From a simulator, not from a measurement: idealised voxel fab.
process module | voxel capacitor over wiring
cross-section cut | 160 nm wide | cells 5 nm
A cross-section is a grid of square cells, given in bands from the top down. A band is one or more rows of cells.
Each band's line starts with the height of the band's top and of its bottom, in nm. Then come its materials from left to right, each with its width in nm. One material with "throughout" fills the band from edge to edge. "air" is empty space.
Height 0 is the level under which the wafer as received is all one material. The lowest band goes on downwards, as in "0 down".
A width such as "30 to 40" changes by the same amount from each row of cells to the next, from the band's top row to its bottom row.
"no change" after a step means that no cell of the cross-section changed.
closed voids: empty space of 8 cells or more with no open way to the top, each as width x height at its distance from the left edge, in nm
after a step's settings: what the simulator itself notes on the step
overlay nm, on a step with a mask: how far to the right of its planned place the mask lay; to the left if negative
plan
1 op RECEIVE | material Si
2 op CONFORMAL_DEP | material SiO2 | thk nm 10
3 op DIRECTIONAL_DEP | material TiN | thk nm 5
4 op DIRECTIONAL_DEP | material Ru | thk nm 20
5 op DIRECTIONAL_DEP | material aC | thk nm 15
6 op PATTERN | tone cover | mask id METAL_1 | material resist | width nm 25 | pitch nm 75 | thk nm 35 | overlay nm 0
7 op DIRECTIONAL_ETCH | etch materials aC | depth nm 15
8 op STRIP | etch materials resist
9 op DIRECTIONAL_ETCH | etch materials Ru | depth nm 20
10 op DIRECTIONAL_ETCH | etch materials TiN | depth nm 5
11 op STRIP | etch materials aC
12 op FILL_DEP | material lowk | thk nm 5
13 op CMP | height nm 35
14 op CONFORMAL_DEP | material SiCN | thk nm 5
15 op DIRECTIONAL_DEP | material SiO2 | thk nm 10
16 op DIRECTIONAL_DEP | material aC | thk nm 10
17 op PATTERN | tone open | mask id PLUG_1 | material resist | width nm 15 | thk nm 30 | overlay nm 0
18 op DIRECTIONAL_ETCH | etch materials aC | depth nm 10
19 op STRIP | etch materials resist
20 op DIRECTIONAL_ETCH | etch materials SiO2 | depth nm 10
21 op DIRECTIONAL_ETCH | etch materials SiCN | depth nm 5
22 op STRIP | etch materials aC
23 op CONFORMAL_DEP | material TiN | thk nm 5
24 op FILL_DEP | material Ru | thk nm 5
25 op CMP | height nm 50
26 op DIRECTIONAL_DEP | material TiN | thk nm 10
27 op DIRECTIONAL_DEP | material HfO2 | thk nm 5
28 op DIRECTIONAL_DEP | material TiN | thk nm 10
29 op MASKED_ETCH | tone cover | mask id UPPER_PLATE | width nm 55 | etch materials TiN | depth nm 10 | overlay nm 0
30 op MASKED_ETCH | tone cover | mask id UPPER_PLATE | width nm 55 | etch materials HfO2 | depth nm 5 | overlay nm 0
31 op PATTERN | tone cover | mask id LOWER_PLATE | material resist | width nm 65 | thk nm 20 | overlay nm 0
32 op DIRECTIONAL_ETCH | etch materials TiN | depth nm 10
33 op STRIP | etch materials resist
34 op FILL_DEP | material SiO2 | thk nm 20
35 op CMP | height nm 90
36 op PATTERN | tone open | mask id PLUG_2 | material resist | width nm 15 | thk nm 20 | overlay nm 0
37 op DIRECTIONAL_ETCH | etch materials SiO2 | depth nm 15
38 op STRIP | etch materials resist
39 op CONFORMAL_DEP | material TiN | thk nm 5
40 op FILL_DEP | material W | thk nm 5
41 op CMP | height nm 90
42 op CONFORMAL_DEP | material SiN | thk nm 5
as received, after step 1
  0 down: Si throughout
  closed voids: none
a wafer at the end: this start, this plan, one mistake
  95 to 90: SiN throughout
  90 to 85: SiO2 50 | TiN 15 | SiO2 95
  85 to 75: SiO2 throughout
  75 to 65: SiO2 40 | TiN 55 | SiO2 65
  65 to 60: SiO2 40 | HfO2 55 | SiO2 65
  60 to 50: SiO2 35 | TiN 65 | SiO2 60
  50 to 40: SiO2 40 | TiN 5 | Ru 5 | TiN 5 | SiO2 105
  40 to 35: SiCN 40 | TiN 15 | SiCN 105
  35 to 15: lowk 30 | Ru 25 | lowk 50 | Ru 25 | lowk 30
  15 to 10: lowk 30 | TiN 25 | lowk 50 | TiN 25 | lowk 30
  10 to 0: SiO2 throughout
  0 down: Si throughout
  closed voids: none
what went wrong: step 37 ran as: op DIRECTIONAL_ETCH | etch materials SiO2 | depth nm 5
